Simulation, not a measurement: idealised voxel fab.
Documented hereafter: the process module known as voxel released beams.
The figure presents cross-section cut, which has a width of 205 nm and is divided into square cells with an edge length of 5 nm.
Throughout this document, each cross-section is represented as a grid of square cells and is presented as a sequence of bands enumerated from the top downward, where a band comprises one or more rows of cells.
The entry gives the band's vertical extent as a top height and a bottom height in nm, then its horizontal make-up as materials from left to right, each with a width in nm. "blank" stands for empty space; a single material marked "everywhere" fills the band edge to edge.
Note: height 0 marks the level under which the wafer is uniformly one material as received. Lowest band unbounded below, written "z 0 and below".
Quick explanation for "30..40": the width changes in equal steps down the rows of cells, from the first number in the band's top row to the second number in its bottom row.
For the purposes of this document, the phrase "no change" attached to a step denotes that no cell within the cross-section was modified by that step.
The entry titled "Voids, fully enclosed" provides the empty spaces that have no open way to the top, restricted to those of 8 cells or more. Each is presented as width x height at distance, the distance being measured from the left edge, with all three in nm.
It should be noted that, on the line of a given step, the content following the step's settings is a remark produced by the simulator itself with respect to that step.
"overlay nm", when on a step's line for a step with a mask, measures how far to the right of its planned place the mask lay; a negative measure means to the left.
Planned step list for the process
| 1 | RECEIVE with material Si |
| 2 | CONFORMAL_DEP with material SiN, thk nm 10 |
| 3 | DIRECTIONAL_DEP with material SiO2, thk nm 15 |
| 4 | MASKED_ETCH with tone open, mask id ANCHOR, width nm 45, etch materials SiO2, depth nm 15, overlay nm 0 |
| 5 | CONFORMAL_DEP with material TiN, thk nm 15 |
| 6 | MASKED_ETCH with tone cover, mask id BEAM, width nm 85, etch materials TiN, depth nm 15, overlay nm 0 |
| 7 | STRIP with etch materials SiO2 |
Across this set of wafers, the varied parameter is the width nm of step 6. Starting conditions are identical for every wafer, and the plan reports the value assigned to the first wafer.
So this is the first of several wafers, cross-sectioned as it came to us, meaning it's at the end of step 1
	z 0 and below = Si everywhere
	Voids, fully enclosed: none
At the end of the module, after its last step, step 7, the first of several wafers appears in cross-section as follows
	z 40 to 25 = blank (55), then TiN (15), then blank (15), then TiN (55), then blank (65)
	z 25 to 10 = blank (55), then TiN (45), then blank (105)
	z 10 to 0 = SiN everywhere
	z 0 and below = Si everywhere
	Voids, fully enclosed: none
Cross-section, module end, final of several wafers
	z 40 to 25 = blank (45), then TiN (25), then blank (15), then TiN (70), then blank (50)
	z 25 to 10 = blank (55), then TiN (45), then blank (105)
	z 10 to 0 = SiN everywhere
	z 0 and below = Si everywhere
	Voids, fully enclosed: none
Heads up, this table goes wafer by wafer. A row tells you, at the end of the module, how many cells of each material that wafer has put on (+) or dropped (-) since it was received, and then its closed voids
width nm 85 | +82 SiN | +69 TiN | Voids, fully enclosed: none
width nm 90 | +82 SiN | +72 TiN | Voids, fully enclosed: none
width nm 95 | +82 SiN | +75 TiN | Voids, fully enclosed: none
width nm 100 | +82 SiN | +78 TiN | Voids, fully enclosed: none
width nm 105 | +82 SiN | +81 TiN | Voids, fully enclosed: none
width nm 110 | +82 SiN | +84 TiN | Voids, fully enclosed: none
